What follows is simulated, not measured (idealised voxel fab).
Name of the process module below: voxel self aligned contacts
230 nm wide, 5 nm square cells: that's cross-section cut.
When this document writes out a cross-section, it uses a grid of square cells and lists it as bands, beginning at the top and moving down, with a band standing for one or more rows of cells.
Read a band's entry like this: the first values are the height of its top and the height of its bottom in nm, and what follows is the sequence of materials from left to right, each with its width in nm. Note that "blank" is empty space, and that a single material marked "edge to edge" reaches across the band from edge to edge.
A quick word on heights: they are counted from 0, and under that level the wafer as it came to us is one material throughout. The lowest band is different from the rest in having no bottom; it simply continues downward, written as in "0 -> down".
When a width is written as two numbers, as in "30 to 40", the first number is the width in the top row of cells of the band and the second is the width in its bottom row, and the width changes by the same amount from each row to the next.
"nothing got changed" for a step: no cell of the cross-section changed in that step.
Listed in "Unvented voids": every empty space of 8 or more cells without an open way to the top. Form: width x height at distance, the distance being from the left edge, all in nm.
Note: text after step settings on the step line = simulator remark on that step.
overlay nm, on a step with a mask: how far to the right of its planned place the mask lay; to the left if negative
-- Planned process steps
- 1: op RECEIVE | material Si
- 2: op OXIDIZE | depth nm 5
- 3: op DIRECTIONAL_DEP | material polySi | thk nm 30
- 4: op DIRECTIONAL_DEP | material SiN | thk nm 20
- 5: op MASKED_ETCH | tone cover | mask id GATE | width nm 25 | pitch nm 55 | etch materials SiN | depth nm 20 | overlay nm 0
- 6: op MASKED_ETCH | tone cover | mask id GATE | width nm 25 | pitch nm 55 | etch materials polySi | depth nm 30 | overlay nm 0
- 7: op CONFORMAL_DEP | material SiN | thk nm 5
- 8: op DIRECTIONAL_ETCH | etch materials SiN | depth nm 5
- 9: op FILL_DEP | material SiO2 | thk nm 15
- 10: op CMP | height nm 60
- 11: op PATTERN | tone open | mask id CONTACT | material resist | width nm 40 | thk nm 15 | overlay nm 0
- 12: op DIRECTIONAL_ETCH | etch materials SiO2 | depth nm 65
- 13: op STRIP | etch materials resist
- 14: op CONFORMAL_DEP | material TiN | thk nm 5
- 15: op FILL_DEP | material Ru | thk nm 10
- 16: op CMP | height nm 60
- 17: op CONFORMAL_DEP | material SiCN | thk nm 5
-- First of two wafers, with the run carried out as planned
-- Cross-section of the wafer as it came to us, i.e., already through step 1
0 -> down: Si edge to edge
Unvented voids: none
-- Upon completion of step 2, the wafer appears in cross-section as shown
0 -> -5: SiO2 edge to edge
Below -5, the layers are the same as they were.
-- Upon completion of step 3, the wafer appears in cross-section as shown
30 -> 0: polySi edge to edge
Below 0, the layers are the same as they were.
-- Upon completion of step 4, the wafer appears in cross-section as shown
50 -> 30: SiN edge to edge
Below 30, the layers are the same as they were.
-- Upon completion of step 5, the wafer appears in cross-section as shown
50 -> 30: 75 blank, then 25 SiN, then 30 blank, then 25 SiN, then 75 blank
Below 30, the layers are the same as they were.
-- Upon completion of step 6, the wafer appears in cross-section as shown
50 -> 30: 75 blank, then 25 SiN, then 30 blank, then 25 SiN, then 75 blank
30 -> 0: 75 blank, then 25 polySi, then 30 blank, then 25 polySi, then 75 blank
Below 0, the layers are the same as they were.
-- Upon completion of step 7, the wafer appears in cross-section as shown
55 -> 30: 70 blank, then 35 SiN, then 20 blank, then 35 SiN, then 70 blank
30 -> 5: 70 blank, then 5 SiN, then 25 polySi, then 5 SiN, then 20 blank, then 5 SiN, then 25 polySi, then 5 SiN, then 70 blank
5 -> 0: 75 SiN, then 25 polySi, then 30 SiN, then 25 polySi, then 75 SiN
Below 0, the layers are the same as they were.
-- Upon completion of step 8, the wafer appears in cross-section as shown
50 -> 30: 70 blank, then 35 SiN, then 20 blank, then 35 SiN, then 70 blank
30 -> 0: 70 blank, then 5 SiN, then 25 polySi, then 5 SiN, then 20 blank, then 5 SiN, then 25 polySi, then 5 SiN, then 70 blank
Below 0, the layers are the same as they were.
-- Upon completion of step 9, the wafer appears in cross-section as shown
65 -> 50: SiO2 edge to edge
50 -> 30: 70 SiO2, then 35 SiN, then 20 SiO2, then 35 SiN, then 70 SiO2
30 -> 0: 70 SiO2, then 5 SiN, then 25 polySi, then 5 SiN, then 20 SiO2, then 5 SiN, then 25 polySi, then 5 SiN, then 70 SiO2
Below 0, the layers are the same as they were.
-- Upon completion of step 10, the wafer appears in cross-section as shown
60 -> 50: SiO2 edge to edge
Below 50, the layers are the same as they were.
-- Upon completion of step 11, the wafer appears in cross-section as shown
75 -> 60: 95 resist, then 40 blank, then 95 resist
Below 60, the layers are the same as they were.
-- Upon completion of step 12, the wafer appears in cross-section as shown
75 -> 60: 95 resist, then 40 blank, then 95 resist
60 -> 50: 95 SiO2, then 40 blank, then 95 SiO2
50 -> 30: 70 SiO2, then 35 SiN, then 20 blank, then 35 SiN, then 70 SiO2
30 -> 0: 70 SiO2, then 5 SiN, then 25 polySi, then 5 SiN, then 20 blank, then 5 SiN, then 25 polySi, then 5 SiN, then 70 SiO2
0 -> -5: 105 SiO2, then 20 blank, then 105 SiO2
Below -5, the layers are the same as they were.
-- Upon completion of step 13, the wafer appears in cross-section as shown
60 -> 50: 95 SiO2, then 40 blank, then 95 SiO2
Below 50, the layers are the same as they were.
-- Upon completion of step 14, the wafer appears in cross-section as shown
65 -> 60: 100 TiN, then 30 blank, then 100 TiN
60 -> 50: 95 SiO2, then 5 to 15 TiN, then 30 to 10 blank, then 5 to 15 TiN, then 95 SiO2
50 -> 30: 70 SiO2, then 35 SiN, then 5 TiN, then 10 blank, then 5 TiN, then 35 SiN, then 70 SiO2
30 -> 0: 70 SiO2, then 5 SiN, then 25 polySi, then 5 SiN, then 5 TiN, then 10 blank, then 5 TiN, then 5 SiN, then 25 polySi, then 5 SiN, then 70 SiO2
0 -> -5: 105 SiO2, then 20 TiN, then 105 SiO2
Below -5, the layers are the same as they were.
-- Upon completion of step 15, the wafer appears in cross-section as shown
75 -> 65: Ru edge to edge
65 -> 60: 100 TiN, then 30 Ru, then 100 TiN
60 -> 50: 95 SiO2, then 5 to 15 TiN, then 30 to 10 Ru, then 5 to 15 TiN, then 95 SiO2
50 -> 30: 70 SiO2, then 35 SiN, then 5 TiN, then 10 Ru, then 5 TiN, then 35 SiN, then 70 SiO2
30 -> 0: 70 SiO2, then 5 SiN, then 25 polySi, then 5 SiN, then 5 TiN, then 10 Ru, then 5 TiN, then 5 SiN, then 25 polySi, then 5 SiN, then 70 SiO2
Below 0, the layers are the same as they were.
-- Upon completion of step 16, the wafer appears in cross-section as shown
60 -> 50: 95 SiO2, then 5 to 15 TiN, then 30 to 10 Ru, then 5 to 15 TiN, then 95 SiO2
Below 50, the layers are the same as they were.
-- Upon completion of step 17, the wafer appears in cross-section as shown
65 -> 60: SiCN edge to edge
Below 60, the layers are the same as they were.
-- Second wafer, same starting state and plan as the first, one mistake in the run, identical through step 10
-- Second wafer, cut view, end of step 11 per plan
75 -> 60: 105 resist, then 40 blank, then 85 resist
Below 60, the layers are the same as they were.
-- Second wafer, cut view, end of step 12 per plan
75 -> 60: 105 resist, then 40 blank, then 85 resist
60 -> 50: 105 SiO2, then 40 blank, then 85 SiO2
50 -> 30: 70 SiO2, then 35 SiN, then 20 blank, then 35 SiN, then 70 SiO2
30 -> 0: 70 SiO2, then 5 SiN, then 25 polySi, then 5 SiN, then 20 blank, then 5 SiN, then 25 polySi, then 5 SiN, then 70 SiO2
0 -> -5: 105 SiO2, then 20 blank, then 105 SiO2
Below -5, the layers are the same as they were.
-- Second wafer, cut view, end of step 13 per plan
60 -> 50: 105 SiO2, then 40 blank, then 85 SiO2
Below 50, the layers are the same as they were.
-- Second wafer, cut view, end of step 14 per plan
65 -> 60: 110 TiN, then 30 blank, then 90 TiN
60 -> 50: 105 SiO2, then 5 TiN, then 30 to 10 blank, then 5 to 25 TiN, then 85 SiO2
50 -> 30: 70 SiO2, then 35 SiN, then 5 TiN, then 10 blank, then 5 TiN, then 35 SiN, then 70 SiO2
30 -> 0: 70 SiO2, then 5 SiN, then 25 polySi, then 5 SiN, then 5 TiN, then 10 blank, then 5 TiN, then 5 SiN, then 25 polySi, then 5 SiN, then 70 SiO2
0 -> -5: 105 SiO2, then 20 TiN, then 105 SiO2
Below -5, the layers are the same as they were.
-- Second wafer, cut view, end of step 15 per plan
75 -> 65: Ru edge to edge
65 -> 60: 110 TiN, then 30 Ru, then 90 TiN
60 -> 50: 105 SiO2, then 5 TiN, then 30 to 10 Ru, then 5 to 25 TiN, then 85 SiO2
50 -> 30: 70 SiO2, then 35 SiN, then 5 TiN, then 10 Ru, then 5 TiN, then 35 SiN, then 70 SiO2
30 -> 0: 70 SiO2, then 5 SiN, then 25 polySi, then 5 SiN, then 5 TiN, then 10 Ru, then 5 TiN, then 5 SiN, then 25 polySi, then 5 SiN, then 70 SiO2
Below 0, the layers are the same as they were.
-- Second wafer, cut view, end of step 16 per plan
60 -> 50: 105 SiO2, then 5 TiN, then 30 to 10 Ru, then 5 to 25 TiN, then 85 SiO2
Below 50, the layers are the same as they were.
-- Second wafer, cut view, end of step 17 per plan
65 -> 60: SiCN edge to edge
Below 60, the layers are the same as they were.
In executing the process, a mistake was made relative to the plan: contrary to plan, step 11 was performed as op PATTERN | tone open | mask id CONTACT | material resist | width nm 40 | thk nm 15 | overlay nm 10
Tallied in cells, the final second wafer holds each material in the same quantity as the first, although not at the same places.
